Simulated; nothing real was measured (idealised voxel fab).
process module | voxel tone inversion
cross-section cut | 155 nm wide | cells 5 nm
A cross-section is a grid of square cells, given in bands from the top down. A band is one or more rows of cells.
Each band's line starts with the height of the band's top and of its bottom, in nm. Then come its materials from left to right, each with its width in nm. One material with "throughout" fills the band from edge to edge. "air" is empty space.
Height 0 is the level under which the wafer as received is all one material. The lowest band goes on downwards, as in "0 down".
A width such as "30 to 40" changes by the same amount from each row of cells to the next, from the band's top row to its bottom row.
"no change" after a step means that no cell of the cross-section changed.
closed voids: empty space of 8 cells or more with no open way to the top, each as width x height at its distance from the left edge, in nm
after a step's settings: what the simulator itself notes on the step
overlay nm, on a step with a mask: how far to the right of its planned place the mask lay; to the left if negative
plan
1 op RECEIVE | material Si
2 op CONFORMAL_DEP | material SiN | thk nm 5
3 op DIRECTIONAL_DEP | material polySi | thk nm 25
4 op PATTERN | tone cover | mask id POSTS | material resist | width nm 25 | pitch nm 50 | thk nm 35 | overlay nm 0
5 op DIRECTIONAL_ETCH | etch materials polySi | depth nm 25
6 op STRIP | etch materials resist
7 op FILL_DEP | material lowk | thk nm 5
8 op CMP | height nm 30
9 op STRIP | etch materials polySi
10 op CONFORMAL_DEP | material TiN | thk nm 5
11 op FILL_DEP | material Ru | thk nm 10
12 op CMP | height nm 30
13 op CONFORMAL_DEP | material SiN | thk nm 5
as received, after step 1
  0 down: Si throughout
  closed voids: none
a wafer at the end: this start, this plan, one mistake
  35 to 30: SiN throughout
  30 to 10: lowk 20 | TiN 5 | Ru 10 | TiN 5 | lowk 30 | TiN 5 | Ru 10 | TiN 5 | lowk 30 | TiN 5 | Ru 10 | TiN 5 | lowk 15
  10 to 5: lowk 20 | TiN 20 | lowk 30 | TiN 20 | lowk 30 | TiN 20 | lowk 15
  5 to 0: SiN throughout
  0 down: Si throughout
  closed voids: none
what went wrong: step 4 ran as: op PATTERN | tone cover | mask id POSTS | material resist | width nm 20 | pitch nm 50 | thk nm 35 | overlay nm 0
